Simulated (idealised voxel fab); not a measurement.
Process module, titled voxel self aligned vias
The cross-section shown here is cut; it is 200 nm wide and divided into square cells measuring 5 nm on a side.
Throughout this document, each cross-section is represented as a grid of square cells and is presented as a sequence of bands enumerated from the top downward, where a band comprises one or more rows of cells. For a band, the entry starts with two heights in nm, that of the top and then that of the bottom, and carries on with the band's materials in order from left to right, each alongside its width in nm; the word "everywhere" beside a single material means it fills the band edge to edge, and "empty" means empty space. Heads up on the height convention: 0 is the point under which the incoming wafer is all one material, and the lowest band has no bottom, it just keeps going down, like "0..down". A width given as "30 to 40" starts at the first number in the band's top row and ends at the second number in its bottom row, shifting by an equal amount at every step from row to row. "nothing was modified" -> step changed no cross-section cell. The entry "Closed void listing" lists the empty spaces that cover at least 8 cells and have no open path to the top. Each is written as width x height at distance, where the distance is measured from the left edge and all three values are in nm. On a step's line, text after the settings is the simulator commenting on that step. On any step carrying a mask, the "overlay nm" setting, if present on the step's line, tells how far right of its planned place the mask lay; negative values point to the left. Each of the pairs that make up the rest of this document says: here is the cross-section before one process step, here is the cross-section after it, drawn only down to the lowest band that changed, and here, under the pair, is the step lying between them with its settings. Different pairs may come from different runs of this module on the same starting wafer, so a pair continues from the pair above it only where its entry headed "Pre-processing view" says so.

### Pre-processing view
- 60..40 = SiO2 everywhere
- 40..30 = SiO2 55, then SiN 20, then SiO2 45, then SiN 20, then SiO2 60
- 30..25 = SiO2 55, then TiN 5, then Ru 10, then TiN 5, then SiO2 45, then TiN 5, then Ru 10, then TiN 5, then SiO2 60
- 25..20 = SiO2 55, then TiN 20, then SiO2 45, then TiN 20, then SiO2 60
- 20..15 = SiCN everywhere
- 15..0 = SiO2 everywhere
- 0..down = Si everywhere
- Closed void listing: none

### Section, Post-Step
- 80..60 = resist 50, then empty 35, then resist 30, then empty 35, then resist 50
- Heights below 60 show no change.
- Closed void listing: none
For reference, the processing step occurring between the two cross-sections presented above is as follows: PATTERN, tone open, mask id VIAS, material resist, width nm 35, pitch nm 65, thk nm 20, overlay nm 0

Pre-processing view: the state before this step is the cross-section shown after the step in the pair just above.

### Section, Post-Step
- 80..60 = resist 50, then empty 35, then resist 30, then empty 35, then resist 50
- 60..40 = SiO2 50, then empty 35, then SiO2 30, then empty 35, then SiO2 50
- Heights below 40 show no change.
- Closed void listing: none
For reference, the processing step occurring between the two cross-sections presented above is as follows: DIRECTIONAL_ETCH, etch materials SiO2, depth nm 20

Pre-processing view: the state before this step is the cross-section shown after the step in the pair just above.

### Section, Post-Step
- 80..60 = resist 50, then empty 35, then resist 30, then empty 35, then resist 50
- 60..40 = SiO2 50, then empty 35, then SiO2 30, then empty 35, then SiO2 50
- 40..30 = SiO2 55, then empty 20, then SiO2 45, then empty 20, then SiO2 60
- Heights below 30 show no change.
- Closed void listing: none
For reference, the processing step occurring between the two cross-sections presented above is as follows: DIRECTIONAL_ETCH, etch materials SiN, depth nm 10

Pre-processing view: the state before this step is the cross-section shown after the step in the pair just above.

### Section, Post-Step
- 60..40 = SiO2 50, then empty 35, then SiO2 30, then empty 35, then SiO2 50
- Heights below 40 show no change.
- Closed void listing: none
For reference, the processing step occurring between the two cross-sections presented above is as follows: STRIP, etch materials resist

Pre-processing view: the state before this step is the cross-section shown after the step in the pair just above.

### Section, Post-Step
- 65..60 = TiN 55, then empty 25, then TiN 40, then empty 25, then TiN 55
- 60..45 = SiO2 50, then TiN 5, then empty 25, then TiN 5, then SiO2 30, then TiN 5, then empty 25, then TiN 5, then SiO2 50
- 45..35 = SiO2 50 to 55, then TiN 10 to 5, then empty 10, then TiN 15 to 5, then SiO2 30 to 45, then TiN 10 to 5, then empty 10, then TiN 15 to 5, then SiO2 50 to 60
- 35..30 = SiO2 55, then TiN 20, then SiO2 45, then TiN 20, then SiO2 60
- Heights below 30 show no change.
- Closed void listing: none
For reference, the processing step occurring between the two cross-sections presented above is as follows: CONFORMAL_DEP, material TiN, thk nm 5

Pre-processing view: the state before this step is the cross-section shown after the step in the pair just above.

### Section, Post-Step
- 75..65 = W everywhere
- 65..60 = TiN 55, then W 25, then TiN 40, then W 25, then TiN 55
- 60..45 = SiO2 50, then TiN 5, then W 25, then TiN 5, then SiO2 30, then TiN 5, then W 25, then TiN 5, then SiO2 50
- 45..35 = SiO2 50 to 55, then TiN 10 to 5, then W 10, then TiN 15 to 5, then SiO2 30 to 45, then TiN 10 to 5, then W 10, then TiN 15 to 5, then SiO2 50 to 60
- Heights below 35 show no change.
- Closed void listing: none
For reference, the processing step occurring between the two cross-sections presented above is as follows: FILL_DEP, material W, thk nm 10

Pre-processing view: the state before this step is the cross-section shown after the step in the pair just above.

### Section, Post-Step
- 60..45 = SiO2 50, then TiN 5, then W 25, then TiN 5, then SiO2 30, then TiN 5, then W 25, then TiN 5, then SiO2 50
- Heights below 45 show no change.
- Closed void listing: none
For reference, the processing step occurring between the two cross-sections presented above is as follows: CMP, height nm 60

Pre-processing view: the state before this step is the cross-section shown after the step in the pair just above.

### Section, Post-Step
- 65..60 = SiN everywhere
- Heights below 60 show no change.
- Closed void listing: none
For reference, the processing step occurring between the two cross-sections presented above is as follows: CONFORMAL_DEP, material SiN, thk nm 5

### Pre-processing view
- 50..40 = aC everywhere
- 40..20 = SiO2 everywhere
- 20..15 = SiCN everywhere
- 15..0 = SiO2 everywhere
- 0..down = Si everywhere
- Closed void listing: none

### Section, Post-Step
- 75..50 = resist 65, then empty 20, then resist 45, then empty 20, then resist 50
- Heights below 50 show no change.
- Closed void listing: none
For reference, the processing step occurring between the two cross-sections presented above is as follows: PATTERN, tone open, mask id LINES, material resist, width nm 20, pitch nm 65, thk nm 25, overlay nm 10

Pre-processing view: the state before this step is the cross-section shown after the step in the pair just above.

### Section, Post-Step
- 65..50 = resist 65, then empty 20, then resist 45, then empty 20, then resist 50
- 50..40 = aC 65, then empty 20, then aC 45, then empty 20, then aC 50
- Heights below 40 show no change.
- Closed void listing: none
For reference, the processing step occurring between the two cross-sections presented above is as follows: DIRECTIONAL_ETCH, etch materials aC, depth nm 10

Pre-processing view: the state before this step is the cross-section shown after the step in the pair just above.

### Section, Post-Step
- 50..40 = aC 65, then empty 20, then aC 45, then empty 20, then aC 50
- Heights below 40 show no change.
- Closed void listing: none
For reference, the processing step occurring between the two cross-sections presented above is as follows: STRIP, etch materials resist

Pre-processing view: the state before this step is the cross-section shown after the step in the pair just above.

### Section, Post-Step
- 50..40 = aC 65, then empty 20, then aC 45, then empty 20, then aC 50
- 40..20 = SiO2 65, then empty 20, then SiO2 45, then empty 20, then SiO2 50
- Heights below 20 show no change.
- Closed void listing: none
For reference, the processing step occurring between the two cross-sections presented above is as follows: DIRECTIONAL_ETCH, etch materials SiO2, depth nm 20

Pre-processing view: the state before this step is the cross-section shown after the step in the pair just above.

### Section, Post-Step
- 40..20 = SiO2 65, then empty 20, then SiO2 45, then empty 20, then SiO2 50
- Heights below 20 show no change.
- Closed void listing: none
For reference, the processing step occurring between the two cross-sections presented above is as follows: STRIP, etch materials aC

Pre-processing view: the state before this step is the cross-section shown after the step in the pair just above.

### Section, Post-Step
- 45..40 = TiN 70, then empty 10, then TiN 55, then empty 10, then TiN 55
- 40..25 = SiO2 65, then TiN 5, then empty 10, then TiN 5, then SiO2 45, then TiN 5, then empty 10, then TiN 5, then SiO2 50
- 25..20 = SiO2 65, then TiN 20, then SiO2 45, then TiN 20, then SiO2 50
- Heights below 20 show no change.
- Closed void listing: none
For reference, the processing step occurring between the two cross-sections presented above is as follows: CONFORMAL_DEP, material TiN, thk nm 5

Pre-processing view: the state before this step is the cross-section shown after the step in the pair just above.

### Section, Post-Step
- 50..45 = Ru everywhere
- 45..40 = TiN 70, then Ru 10, then TiN 55, then Ru 10, then TiN 55
- 40..25 = SiO2 65, then TiN 5, then Ru 10, then TiN 5, then SiO2 45, then TiN 5, then Ru 10, then TiN 5, then SiO2 50
- Heights below 25 show no change.
- Closed void listing: none
For reference, the processing step occurring between the two cross-sections presented above is as follows: FILL_DEP, material Ru, thk nm 5

Pre-processing view: the state before this step is the cross-section shown after the step in the pair just above.

### Section, Post-Step
- 40..25 = SiO2 65, then TiN 5, then Ru 10, then TiN 5, then SiO2 45, then TiN 5, then Ru 10, then TiN 5, then SiO2 50
- Heights below 25 show no change.
- Closed void listing: none
For reference, the processing step occurring between the two cross-sections presented above is as follows: CMP, height nm 40

Pre-processing view: the state before this step is the cross-section shown after the step in the pair just above.

### Section, Post-Step
- 40..30 = SiO2 65, then empty 20, then SiO2 45, then empty 20, then SiO2 50
- Heights below 30 show no change.
- Closed void listing: none
For reference, the processing step occurring between the two cross-sections presented above is as follows: SELECTIVE_ETCH, etch materials W Ru TiN, depth nm 10

Pre-processing view: the state before this step is the cross-section shown after the step in the pair just above.

### Section, Post-Step
- 45..40 = SiN everywhere
- 40..30 = SiO2 65, then SiN 20, then SiO2 45, then SiN 20, then SiO2 50
- Heights below 30 show no change.
- Closed void listing: none
For reference, the processing step occurring between the two cross-sections presented above is as follows: FILL_DEP, material SiN, thk nm 5

Pre-processing view: the state before this step is the cross-section shown after the step in the pair just above.

### Section, Post-Step
- 40..30 = SiO2 65, then SiN 20, then SiO2 45, then SiN 20, then SiO2 50
- Heights below 30 show no change.
- Closed void listing: none
For reference, the processing step occurring between the two cross-sections presented above is as follows: CMP, height nm 40

Pre-processing view: the state before this step is the cross-section shown after the step in the pair just above.

### Section, Post-Step
- 60..40 = SiO2 everywhere
- Heights below 40 show no change.
- Closed void listing: none
For reference, the processing step occurring between the two cross-sections presented above is as follows: DIRECTIONAL_DEP, material SiO2, thk nm 20

Pre-processing view: the state before this step is the cross-section shown after the step in the pair just above.

### Section, Post-Step
- 80..60 = resist 45, then empty 40, then resist 25, then empty 40, then resist 50
- Heights below 60 show no change.
- Closed void listing: none
For reference, the processing step occurring between the two cross-sections presented above is as follows: PATTERN, tone open, mask id VIAS, material resist, width nm 40, pitch nm 65, thk nm 20, overlay nm 0

Pre-processing view: the state before this step is the cross-section shown after the step in the pair just above.

### Section, Post-Step
- 80..60 = resist 45, then empty 40, then resist 25, then empty 40, then resist 50
- 60..40 = SiO2 45, then empty 40, then SiO2 25, then empty 40, then SiO2 50
- Heights below 40 show no change.
- Closed void listing: none
For reference, the processing step occurring between the two cross-sections presented above is as follows: DIRECTIONAL_ETCH, etch materials SiO2, depth nm 20

Pre-processing view: the state before this step is the cross-section shown after the step in the pair just above.

### Section, Post-Step
- 80..60 = resist 45, then empty 40, then resist 25, then empty 40, then resist 50
- 60..40 = SiO2 45, then empty 40, then SiO2 25, then empty 40, then SiO2 50
- 40..30 = SiO2 65, then empty 20, then SiO2 45, then empty 20, then SiO2 50
- Heights below 30 show no change.
- Closed void listing: none
For reference, the processing step occurring between the two cross-sections presented above is as follows: DIRECTIONAL_ETCH, etch materials SiN, depth nm 10

Pre-processing view: the state before this step is the cross-section shown after the step in the pair just above.

### Section, Post-Step
- 60..40 = SiO2 45, then empty 40, then SiO2 25, then empty 40, then SiO2 50
- Heights below 40 show no change.
- Closed void listing: none
For reference, the processing step occurring between the two cross-sections presented above is as follows: STRIP, etch materials resist

Pre-processing view: the state before this step is the cross-section shown after the step in the pair just above.

### Section, Post-Step
- 65..60 = TiN 50, then empty 30, then TiN 35, then empty 30, then TiN 55
- 60..45 = SiO2 45, then TiN 5, then empty 30, then TiN 5, then SiO2 25, then TiN 5, then empty 30, then TiN 5, then SiO2 50
- 45..35 = SiO2 45 to 65, then TiN 25 to 5, then empty 10, then TiN 5, then SiO2 25 to 45, then TiN 25 to 5, then empty 10, then TiN 5, then SiO2 50
- 35..30 = SiO2 65, then TiN 20, then SiO2 45, then TiN 20, then SiO2 50
- Heights below 30 show no change.
- Closed void listing: none
For reference, the processing step occurring between the two cross-sections presented above is as follows: CONFORMAL_DEP, material TiN, thk nm 5

Pre-processing view: the state before this step is the cross-section shown after the step in the pair just above.

### Section, Post-Step
- 75..65 = W everywhere
- 65..60 = TiN 50, then W 30, then TiN 35, then W 30, then TiN 55
- 60..45 = SiO2 45, then TiN 5, then W 30, then TiN 5, then SiO2 25, then TiN 5, then W 30, then TiN 5, then SiO2 50
- 45..35 = SiO2 45 to 65, then TiN 25 to 5, then W 10, then TiN 5, then SiO2 25 to 45, then TiN 25 to 5, then W 10, then TiN 5, then SiO2 50
- Heights below 35 show no change.
- Closed void listing: none
For reference, the processing step occurring between the two cross-sections presented above is as follows: FILL_DEP, material W, thk nm 10

Pre-processing view: the state before this step is the cross-section shown after the step in the pair just above.

### Section, Post-Step
- 60..45 = SiO2 45, then TiN 5, then W 30, then TiN 5, then SiO2 25, then TiN 5, then W 30, then TiN 5, then SiO2 50
- Heights below 45 show no change.
- Closed void listing: none
For reference, the processing step occurring between the two cross-sections presented above is as follows: CMP, height nm 60

Pre-processing view: the state before this step is the cross-section shown after the step in the pair just above.

### Section, Post-Step
- 65..60 = SiN everywhere
- Heights below 60 show no change.
- Closed void listing: none
For reference, the processing step occurring between the two cross-sections presented above is as follows: CONFORMAL_DEP, material SiN, thk nm 5

### Pre-processing view
- 40..20 = SiO2 55, then empty 20, then SiO2 45, then empty 20, then SiO2 60
- 20..15 = SiCN everywhere
- 15..0 = SiO2 everywhere
- 0..down = Si everywhere
- Closed void listing: none

### Section, Post-Step
- 45..40 = SiN 60, then empty 10, then SiN 55, then empty 10, then SiN 65
- 40..25 = SiO2 55, then SiN 5, then empty 10, then SiN 5, then SiO2 45, then SiN 5, then empty 10, then SiN 5, then SiO2 60
- 25..20 = SiO2 55, then SiN 20, then SiO2 45, then SiN 20, then SiO2 60
- Heights below 20 show no change.
- Closed void listing: none
For reference, the processing step occurring between the two cross-sections presented above is as follows: CONFORMAL_DEP, material SiN, thk nm 5

Pre-processing view: the state before this step is the cross-section shown after the step in the pair just above.

### Section, Post-Step
- 50..45 = Ru everywhere
- 45..40 = SiN 60, then Ru 10, then SiN 55, then Ru 10, then SiN 65
- 40..25 = SiO2 55, then SiN 5, then Ru 10, then SiN 5, then SiO2 45, then SiN 5, then Ru 10, then SiN 5, then SiO2 60
- Heights below 25 show no change.
- Closed void listing: none
For reference, the processing step occurring between the two cross-sections presented above is as follows: FILL_DEP, material Ru, thk nm 5

Pre-processing view: the state before this step is the cross-section shown after the step in the pair just above.

### Section, Post-Step
- 40..25 = SiO2 55, then SiN 5, then Ru 10, then SiN 5, then SiO2 45, then SiN 5, then Ru 10, then SiN 5, then SiO2 60
- Heights below 25 show no change.
- Closed void listing: none
For reference, the processing step occurring between the two cross-sections presented above is as follows: CMP, height nm 40

Pre-processing view: the state before this step is the cross-section shown after the step in the pair just above.

### Section, Post-Step
- 40..30 = SiO2 55, then SiN 5, then empty 10, then SiN 5, then SiO2 45, then SiN 5, then empty 10, then SiN 5, then SiO2 60
- Heights below 30 show no change.
- Closed void listing: none
For reference, the processing step occurring between the two cross-sections presented above is as follows: SELECTIVE_ETCH, etch materials W Ru TiN, depth nm 10

Pre-processing view: the state before this step is the cross-section shown after the step in the pair just above.

### Section, Post-Step
- 45..40 = SiN everywhere
- 40..30 = SiO2 55, then SiN 20, then SiO2 45, then SiN 20, then SiO2 60
- Heights below 30 show no change.
- Closed void listing: none
For reference, the processing step occurring between the two cross-sections presented above is as follows: FILL_DEP, material SiN, thk nm 5

Pre-processing view: the state before this step is the cross-section shown after the step in the pair just above.

### Section, Post-Step
- 40..30 = SiO2 55, then SiN 20, then SiO2 45, then SiN 20, then SiO2 60
- Heights below 30 show no change.
- Closed void listing: none
For reference, the processing step occurring between the two cross-sections presented above is as follows: CMP, height nm 40

Pre-processing view: the state before this step is the cross-section shown after the step in the pair just above.

### Section, Post-Step
- 60..40 = SiO2 everywhere
- Heights below 40 show no change.
- Closed void listing: none
For reference, the processing step occurring between the two cross-sections presented above is as follows: DIRECTIONAL_DEP, material SiO2, thk nm 20

Pre-processing view: the state before this step is the cross-section shown after the step in the pair just above.

### Section, Post-Step
- 80..60 = resist 45, then empty 40, then resist 25, then empty 40, then resist 50
- Heights below 60 show no change.
- Closed void listing: none
For reference, the processing step occurring between the two cross-sections presented above is as follows: PATTERN, tone open, mask id VIAS, material resist, width nm 40, pitch nm 65, thk nm 20, overlay nm 0

Pre-processing view: the state before this step is the cross-section shown after the step in the pair just above.

### Section, Post-Step
- 80..60 = resist 45, then empty 40, then resist 25, then empty 40, then resist 50
- 60..40 = SiO2 45, then empty 40, then SiO2 25, then empty 40, then SiO2 50
- Heights below 40 show no change.
- Closed void listing: none
For reference, the processing step occurring between the two cross-sections presented above is as follows: DIRECTIONAL_ETCH, etch materials SiO2, depth nm 20

Pre-processing view: the state before this step is the cross-section shown after the step in the pair just above.

### Section, Post-Step
- 80..60 = resist 45, then empty 40, then resist 25, then empty 40, then resist 50
- 60..40 = SiO2 45, then empty 40, then SiO2 25, then empty 40, then SiO2 50
- 40..30 = SiO2 55, then empty 20, then SiO2 45, then empty 20, then SiO2 60
- Heights below 30 show no change.
- Closed void listing: none
For reference, the processing step occurring between the two cross-sections presented above is as follows: DIRECTIONAL_ETCH, etch materials SiN, depth nm 10

Pre-processing view: the state before this step is the cross-section shown after the step in the pair just above.

### Section, Post-Step
- 60..40 = SiO2 45, then empty 40, then SiO2 25, then empty 40, then SiO2 50
- Heights below 40 show no change.
- Closed void listing: none
For reference, the processing step occurring between the two cross-sections presented above is as follows: STRIP, etch materials resist

Pre-processing view: the state before this step is the cross-section shown after the step in the pair just above.

### Section, Post-Step
- 65..60 = TiN 50, then empty 30, then TiN 35, then empty 30, then TiN 55
- 60..45 = SiO2 45, then TiN 5, then empty 30, then TiN 5, then SiO2 25, then TiN 5, then empty 30, then TiN 5, then SiO2 50
- 45..35 = SiO2 45 to 55, then TiN 15 to 5, then empty 10, then TiN 15 to 5, then SiO2 25 to 45, then TiN 15 to 5, then empty 10, then TiN 15 to 5, then SiO2 50 to 60
- 35..30 = SiO2 55, then TiN 20, then SiO2 45, then TiN 20, then SiO2 60
- Heights below 30 show no change.
- Closed void listing: none
For reference, the processing step occurring between the two cross-sections presented above is as follows: CONFORMAL_DEP, material TiN, thk nm 5

Pre-processing view: the state before this step is the cross-section shown after the step in the pair just above.

### Section, Post-Step
- 75..65 = W everywhere
- 65..60 = TiN 50, then W 30, then TiN 35, then W 30, then TiN 55
- 60..45 = SiO2 45, then TiN 5, then W 30, then TiN 5, then SiO2 25, then TiN 5, then W 30, then TiN 5, then SiO2 50
- 45..35 = SiO2 45 to 55, then TiN 15 to 5, then W 10, then TiN 15 to 5, then SiO2 25 to 45, then TiN 15 to 5, then W 10, then TiN 15 to 5, then SiO2 50 to 60
- Heights below 35 show no change.
- Closed void listing: none
For reference, the processing step occurring between the two cross-sections presented above is as follows: FILL_DEP, material W, thk nm 10

Pre-processing view: the state before this step is the cross-section shown after the step in the pair just above.

### Section, Post-Step
- 60..45 = SiO2 45, then TiN 5, then W 30, then TiN 5, then SiO2 25, then TiN 5, then W 30, then TiN 5, then SiO2 50
- Heights below 45 show no change.
- Closed void listing: none
For reference, the processing step occurring between the two cross-sections presented above is as follows: CMP, height nm 60

Pre-processing view: the state before this step is the cross-section shown after the step in the pair just above.

### Section, Post-Step
- 65..60 = SiN everywhere
- Heights below 60 show no change.
- Closed void listing: none
For reference, the processing step occurring between the two cross-sections presented above is as follows: CONFORMAL_DEP, material SiN, thk nm 5

### Pre-processing view
- 60..40 = SiO2 everywhere
- 40..30 = SiO2 55, then SiN 20, then SiO2 45, then SiN 20, then SiO2 60
- 30..25 = SiO2 55, then TiN 5, then Ru 10, then TiN 5, then SiO2 45, then TiN 5, then Ru 10, then TiN 5, then SiO2 60
- 25..20 = SiO2 55, then TiN 20, then SiO2 45, then TiN 20, then SiO2 60
- 20..15 = SiCN everywhere
- 15..0 = SiO2 everywhere
- 0..down = Si everywhere
- Closed void listing: none

### Section, Post-Step
- 80..60 = empty 45, then resist 40, then empty 25, then resist 40, then empty 50
- Heights below 60 show no change.
- Closed void listing: none
For reference, the processing step occurring between the two cross-sections presented above is as follows: PATTERN, tone cover, mask id VIAS, material resist, width nm 40, pitch nm 65, thk nm 20, overlay nm 0

Pre-processing view: the state before this step is the cross-section shown after the step in the pair just above.

### Section, Post-Step
- 80..60 = empty 45, then resist 40, then empty 25, then resist 40, then empty 50
- 60..40 = empty 45, then SiO2 40, then empty 25, then SiO2 40, then empty 50
- Heights below 40 show no change.
- Closed void listing: none
For reference, the processing step occurring between the two cross-sections presented above is as follows: DIRECTIONAL_ETCH, etch materials SiO2, depth nm 20

Pre-processing view: the state before this step is the cross-section shown after the step in the pair just above.

### Section, Post-Step
- 60..40 = empty 45, then SiO2 40, then empty 25, then SiO2 40, then empty 50
- Heights below 40 show no change.
- Closed void listing: none
For reference, the processing step occurring between the two cross-sections presented above is as follows: STRIP, etch materials resist

Pre-processing view: the state before this step is the cross-section shown after the step in the pair just above.

### Section, Post-Step
- 65..60 = empty 40, then TiN 50, then empty 15, then TiN 50, then empty 45
- 60..45 = empty 40, then TiN 5, then SiO2 40, then TiN 5, then empty 15, then TiN 5, then SiO2 40, then TiN 5, then empty 45
- 45..40 = TiN 45, then SiO2 40, then TiN 25, then SiO2 40, then TiN 50
- Heights below 40 show no change.
- Closed void listing: none
For reference, the processing step occurring between the two cross-sections presented above is as follows: CONFORMAL_DEP, material TiN, thk nm 5

Pre-processing view: the state before this step is the cross-section shown after the step in the pair just above.

### Section, Post-Step
- 75..65 = W everywhere
- 65..60 = W 40, then TiN 50, then W 15, then TiN 50, then W 45
- 60..45 = W 40, then TiN 5, then SiO2 40, then TiN 5, then W 15, then TiN 5, then SiO2 40, then TiN 5, then W 45
- Heights below 45 show no change.
- Closed void listing: none
For reference, the processing step occurring between the two cross-sections presented above is as follows: FILL_DEP, material W, thk nm 10

Pre-processing view: the state before this step is the cross-section shown after the step in the pair just above.

### Section, Post-Step
- 60..45 = W 40, then TiN 5, then SiO2 40, then TiN 5, then W 15, then TiN 5, then SiO2 40, then TiN 5, then W 45
- Heights below 45 show no change.
- Closed void listing: none
For reference, the processing step occurring between the two cross-sections presented above is as follows: CMP, height nm 60

Pre-processing view: the state before this step is the cross-section shown after the step in the pair just above.

### Section, Post-Step
- 65..60 = SiN everywhere
- Heights below 60 show no change.
- Closed void listing: none
For reference, the processing step occurring between the two cross-sections presented above is as follows: CONFORMAL_DEP, material SiN, thk nm 5
